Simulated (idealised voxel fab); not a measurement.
This section sets out a process module, namely voxel gate over fins.
This is section cut - it's 210 nm across, gridded in 5 nm square cells.
A cross-section is a grid of square cells, given in bands from the top down. A band is one or more rows of cells.
For a band, the entry starts with two heights in nm, that of the top and then that of the bottom, and carries on with the band's materials in order from left to right, each alongside its width in nm; the word "all across" beside a single material means it fills the band edge to edge, and "air" means empty space.
A quick word on heights: they are counted from 0, and under that level the wafer as it came to us is one material throughout. The lowest band is different from the rest in having no bottom; it simply continues downward, written as in "0 down".
You'd read "30..40" like this: the band's top row of cells is as wide as the first number, its bottom row is as wide as the second, and going down, every row changes width by the same amount as the row before did.
It should be understood that the words "all unchanged", when stated for a given step, signify that the cross-section underwent no change in any of its cells during that step.
Closed empty spaces (no open way to the top) of 8 cells or more are what "Completely sealed voids" lists, each as width x height at distance from the left edge, nm for all three.
Whatever follows a step's settings on its line is a remark the simulator itself makes about that step.
overlay nm: for a step with a mask, the amount by which the mask lay right of where it was planned; a negative amount means left of it.
SET OUT BELOW ARE THE PLANNED STEPS OF THE PROCESS
1 RECEIVE with material Si
2 CONFORMAL_DEP with material SiN, thk nm 5
3 DIRECTIONAL_DEP with material aC, thk nm 10
4 PATTERN with tone cover, mask id FINS, material resist, width nm 15, pitch nm 45, thk nm 30, overlay nm 0
5 DIRECTIONAL_ETCH with etch materials aC, depth nm 10
6 STRIP with etch materials resist
7 DIRECTIONAL_ETCH with etch materials SiN, depth nm 5
8 DIRECTIONAL_ETCH with etch materials Si, depth nm 35
9 STRIP with etch materials aC
10 OXIDIZE with depth nm 5
11 FILL_DEP with material SiO2, thk nm 15
12 CMP with height nm 5
13 SELECTIVE_ETCH with etch materials SiO2, depth nm 20
14 STRIP with etch materials SiN
15 CONFORMAL_DEP with material HfO2, thk nm 5
16 CONFORMAL_DEP with material TiN, thk nm 5
17 FILL_DEP with material W, thk nm 10
18 CMP with height nm 15
19 CONFORMAL_DEP with material SiN, thk nm 10
CROSS-SECTION OF THE WAFER AS IT CAME TO US, I.E., ALREADY THROUGH STEP 1
	0 down: Si all across
	Completely sealed voids: none
BELOW IS THE WAFER IN CROSS-SECTION AFTER THE MODULE WAS COMPLETED. IT BEGAN FROM THE STARTING POINT SHOWN ABOVE AND FOLLOWED THE PLAN SHOWN ABOVE, EXCEPT THAT ONE MISTAKE WAS MADE WHILE RUNNING IT
	25 to 15: SiN all across
	15 to 10: W all across
	10 to 5: W=45, TiN=25, W=20, TiN=25, W=20, TiN=25, W=50
	5 to 0: W=45, TiN=5, HfO2=15, TiN=5, W=20, TiN=5, HfO2=15, TiN=5, W=20, TiN=5, HfO2=15, TiN=5, W=50
	0 to -5: W=45, TiN=5, HfO2=5, Si=5, HfO2=5, TiN=5, W=20, TiN=5, HfO2=5, Si=5, HfO2=5, TiN=5, W=20, TiN=5, HfO2=5, Si=5, HfO2=5, TiN=5, W=50
	-5 to -10: TiN=40, W=5, TiN=5, HfO2=5, Si=5, HfO2=5, TiN=5, W=20, TiN=5, HfO2=5, Si=5, HfO2=5, TiN=5, W=20, TiN=5, HfO2=5, Si=5, HfO2=5, TiN=5, W=5, TiN=45
	-10 to -15: HfO2=35, TiN=15, HfO2=5, Si=5, HfO2=5, TiN=30, HfO2=5, Si=5, HfO2=5, TiN=30, HfO2=5, Si=5, HfO2=5, TiN=15, HfO2=40
	-15 to -20: SiO2=30, HfO2=25, Si=5, HfO2=40, Si=5, HfO2=40, Si=5, HfO2=25, SiO2=35
	-20 to -40: SiO2=55, Si=5, SiO2=40, Si=5, SiO2=40, Si=5, SiO2=60
	-40 down: Si all across
	Completely sealed voids: none
Deviation noted in wafer processing: the intended sequence of steps 13 and 14 was reversed during processing, with each occupying the position of the other
